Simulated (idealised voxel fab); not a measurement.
Title: Process Module voxel released beams
This is section cut - it's 205 nm across, gridded in 5 nm square cells.
A cross-section is written here as square cells arranged in a grid, and it is given in bands from the top down, each band taking up one or more rows of cells.
Band: top height; bottom height; in nm. Then, left to right: material with width in nm, for each material. "throughout": a single material spanning edge to edge. "blank": empty space.
Height datum 0, below which the as-received substrate wafer is one material. Lowest band open at the bottom, running downward: "0 down".
A width given as "30 to 40" starts at the first number in the band's top row and ends at the second number in its bottom row, shifting by an equal amount at every step from row to row.
Reading "nothing changed" for a step: not a cell of the cross-section changed in it.
"Closed voids list" enumerates empty spaces isolated from the top, with no open way to it, that contain at least 8 cells, giving each as width x height at distance from the left edge, all three in nm.
Step line, after settings: the simulator's comment on this step.
overlay nm: step with mask; distance mask lay right of planned place; negative value = left of planned place.
# The planned process steps are enumerated hereunder
- 1: RECEIVE, material Si
- 2: CONFORMAL_DEP, material SiN, thk nm 10
- 3: DIRECTIONAL_DEP, material SiO2, thk nm 15
- 4: MASKED_ETCH, tone open, mask id ANCHOR, width nm 45, etch materials SiO2, depth nm 15, overlay nm 0
- 5: CONFORMAL_DEP, material TiN, thk nm 15
- 6: MASKED_ETCH, tone cover, mask id BEAM, width nm 95, etch materials TiN, depth nm 15, overlay nm 0
- 7: STRIP, etch materials SiO2
# This is the cross-section of the wafer as we received it, i.e. after step 1
- 0 down | Si throughout
- Closed voids list: none
# Same starting wafer, same plan as above, one mistake in the execution; this is the cross-section at the end of the module
- 40 to 25 | blank (50) / TiN (95) / blank (60)
- 25 to 15 | SiN throughout
- 15 to 0 | SiO2 throughout
- 0 down | Si throughout
- Closed voids list: none
Heads up, the wafer didn't run the way we planned it: note: step 2 <-> step 3, run order reversed vs plan
